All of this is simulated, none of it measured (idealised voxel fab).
Process module heading - voxel wiring stack
Xsec cut, 195 nm wide, square cell size 5 nm.
Format of a cross-section: grid, square cells. Given as bands. Order: top down. Band: one or more rows of cells.
First you get the band's top height and its bottom height, in nm, and then the materials it's made of, left to right, with each width in nm. If you see a single material with "edge to edge", that one covers the band edge to edge. "air" is empty space.
We count height from 0. Below that, the starting wafer is all one material. The lowest band never ends at the bottom but goes on down; see "top 0, no bottom" for how that is written.
Note: "30..40" means the width goes from the first number (top row of the band) to the second number (bottom row) in equal steps per row of cells.
"all unchanged" after a step means that no cell of the cross-section changed.
The list in "Closed internal voids" covers empty spaces of 8 cells or more that cannot reach the top through any open way, and it gives each as width x height at distance; the distance is from the left edge, and width, height and distance are in nm.
Formally, on a step line, whatever follows the settings is a remark that the simulator itself makes on the step.
The optional step-line setting "overlay nm" applies to steps with a mask and quantifies how far to the right of its planned location the mask lay, a negative value indicating leftward placement.

Steps in the process plan:
1: RECEIVE (material Si)
2: CONFORMAL_DEP (material SiO2; thk nm 10)
3: CONFORMAL_DEP (material SiCN; thk nm 5)
4: DIRECTIONAL_DEP (material lowk; thk nm 20)
5: MASKED_ETCH (tone open; mask id METAL_1; width nm 25; pitch nm 45; etch materials lowk; depth nm 20; overlay nm 0)
6: MASKED_ETCH (tone open; mask id METAL_1; width nm 25; pitch nm 45; etch materials SiCN; depth nm 5; overlay nm 0)
7: CONFORMAL_DEP (material TiN; thk nm 5)
8: FILL_DEP (material Ru; thk nm 5)
9: CMP (height nm 35)
10: CONFORMAL_DEP (material SiCN; thk nm 5)
11: DIRECTIONAL_DEP (material SiO2; thk nm 35)
12: MASKED_ETCH (tone open; mask id METAL_2_HOLES; width nm 15; pitch nm 45; etch materials SiO2; depth nm 35; overlay nm 0)
13: DIRECTIONAL_DEP (material aC; thk nm 15)
14: PATTERN (tone open; mask id METAL_2; material resist; width nm 25; pitch nm 45; thk nm 30; overlay nm 0)
15: DIRECTIONAL_ETCH (etch materials aC; depth nm 15)
16: STRIP (etch materials resist)
17: DIRECTIONAL_ETCH (etch materials SiO2; depth nm 20)
18: DIRECTIONAL_ETCH (etch materials SiCN; depth nm 5)
19: STRIP (etch materials aC)
20: CONFORMAL_DEP (material TiN; thk nm 5)
21: FILL_DEP (material Cu; thk nm 5)
22: CMP (height nm 75)
23: CONFORMAL_DEP (material SiCN; thk nm 5)
24: DIRECTIONAL_DEP (material SiO2; thk nm 10)
25: DIRECTIONAL_DEP (material aC; thk nm 10)
26: PATTERN (tone open; mask id PLUG_2; material resist; width nm 15; pitch nm 90; thk nm 25; overlay nm 0)
27: DIRECTIONAL_ETCH (etch materials aC; depth nm 10)
28: STRIP (etch materials resist)
29: DIRECTIONAL_ETCH (etch materials SiO2; depth nm 10)
30: DIRECTIONAL_ETCH (etch materials SiCN; depth nm 5)
31: STRIP (etch materials aC)
32: CONFORMAL_DEP (material TiN; thk nm 5)
33: FILL_DEP (material Cu; thk nm 5)
34: CMP (height nm 90)
35: DIRECTIONAL_DEP (material TiN; thk nm 5)
36: DIRECTIONAL_DEP (material W; thk nm 20)
37: MASKED_ETCH (tone cover; mask id METAL_3; width nm 25; pitch nm 45; etch materials W; depth nm 20; overlay nm 0)
38: MASKED_ETCH (tone cover; mask id METAL_3; width nm 25; pitch nm 45; etch materials TiN; depth nm 5; overlay nm 0)
39: CONFORMAL_DEP (material SiCN; thk nm 5)
40: FILL_DEP (material SiO2; thk nm 10)
41: CMP (height nm 115)
42: CONFORMAL_DEP (material SiN; thk nm 5)

As-received wafer cross-section (after step 1):
    top 0, no bottom: Si edge to edge
    Closed internal voids: none

First wafer at the end, as planned:
    top 120, bottom 115: SiN edge to edge
    top 115, bottom 95: SiO2: 35  SiCN: 5  W: 25  SiCN: 5  SiO2: 10  SiCN: 5  W: 25  SiCN: 5  SiO2: 10  SiCN: 5  W: 25  SiCN: 5  SiO2: 35
    top 95, bottom 90: SiCN: 40  TiN: 25  SiCN: 20  TiN: 25  SiCN: 20  TiN: 25  SiCN: 40
    top 90, bottom 80: SiO2: 40  TiN: 5  Cu: 5  TiN: 5  SiO2: 75  TiN: 5  Cu: 5  TiN: 5  SiO2: 50
    top 80, bottom 75: SiCN: 40  TiN: 15  SiCN: 75  TiN: 15  SiCN: 50
    top 75, bottom 60: SiO2: 40  TiN: 5  Cu: 15  TiN: 5  SiO2: 20  TiN: 5  Cu: 15  TiN: 5  SiO2: 20  TiN: 5  Cu: 15  TiN: 5  SiO2: 40
    top 60, bottom 55: SiO2: 40  TiN: 5  Cu: 5  TiN: 15  SiO2: 20  TiN: 5  Cu: 5  TiN: 15  SiO2: 20  TiN: 5  Cu: 5  TiN: 15  SiO2: 40
    top 55, bottom 40: SiO2: 40  TiN: 5  Cu: 5  TiN: 5  SiO2: 30  TiN: 5  Cu: 5  TiN: 5  SiO2: 30  TiN: 5  Cu: 5  TiN: 5  SiO2: 50
    top 40, bottom 35: SiCN: 40  TiN: 15  SiCN: 30  TiN: 15  SiCN: 30  TiN: 15  SiCN: 50
    top 35, bottom 15: lowk: 40  TiN: 5  Ru: 15  TiN: 5  lowk: 20  TiN: 5  Ru: 15  TiN: 5  lowk: 20  TiN: 5  Ru: 15  TiN: 5  lowk: 40
    top 15, bottom 10: SiCN: 40  TiN: 25  SiCN: 20  TiN: 25  SiCN: 20  TiN: 25  SiCN: 40
    top 10, bottom 0: SiO2 edge to edge
    top 0, no bottom: Si edge to edge
    Closed internal voids: none

Presented here is a cross-section of the second of the two wafers as it stood at the end of the module. It was started in the same manner and assigned the same plan as the first wafer; however, one mistake was made in its execution:
    top 120, bottom 115: SiN edge to edge
    top 115, bottom 95: SiO2: 35  SiCN: 5  W: 25  SiCN: 5  SiO2: 10  SiCN: 5  W: 25  SiCN: 5  SiO2: 10  SiCN: 5  W: 25  SiCN: 5  SiO2: 35
    top 95, bottom 90: SiCN: 40  TiN: 25  SiCN: 20  TiN: 25  SiCN: 20  TiN: 25  SiCN: 40
    top 90, bottom 80: SiO2: 40  TiN: 5  Cu: 5  TiN: 5  SiO2: 75  TiN: 5  Cu: 5  TiN: 5  SiO2: 50
    top 80, bottom 75: SiCN: 40  TiN: 15  SiCN: 75  TiN: 15  SiCN: 50
    top 75, bottom 60: SiO2: 40  TiN: 5  Cu: 15  TiN: 5  SiO2: 20  TiN: 5  Cu: 15  TiN: 5  SiO2: 20  TiN: 5  Cu: 15  TiN: 5  SiO2: 40
    top 60, bottom 55: SiO2: 40  TiN: 5  Cu: 5  TiN: 15  SiO2: 20  TiN: 5  Cu: 5  TiN: 15  SiO2: 20  TiN: 5  Cu: 5  TiN: 15  SiO2: 40
    top 55, bottom 40: SiO2: 40  TiN: 5  Cu: 5  TiN: 5  SiO2: 30  TiN: 5  Cu: 5  TiN: 5  SiO2: 30  TiN: 5  Cu: 5  TiN: 5  SiO2: 50
    top 40, bottom 35: SiCN: 40  TiN: 15  SiCN: 30  TiN: 15  SiCN: 30  TiN: 15  SiCN: 50
    top 35, bottom 20: lowk: 40  TiN: 5  Ru: 20  TiN: 5  lowk: 15  TiN: 5  Ru: 20  TiN: 5  lowk: 15  TiN: 5  Ru: 20  TiN: 5  lowk: 35
    top 20, bottom 15: lowk: 40  TiN: 5  Ru: 15  TiN: 10  lowk: 15  TiN: 5  Ru: 15  TiN: 10  lowk: 15  TiN: 5  Ru: 15  TiN: 10  lowk: 35
    top 15, bottom 10: SiCN: 40  TiN: 25  SiCN: 20  TiN: 25  SiCN: 20  TiN: 25  SiCN: 40
    top 10, bottom 0: SiO2 edge to edge
    top 0, no bottom: Si edge to edge
    Closed internal voids: none
Heads up, the wafer didn't run the way we planned it: the process deviated at step 5: the operation and settings actually run there were MASKED_ETCH (tone open; mask id METAL_1; width nm 30; pitch nm 45; etch materials lowk; depth nm 20; overlay nm 0)
The second wafer ends with more or fewer cells of some materials than the first, per final count: +9 Ru | +3 TiN | -12 lowk
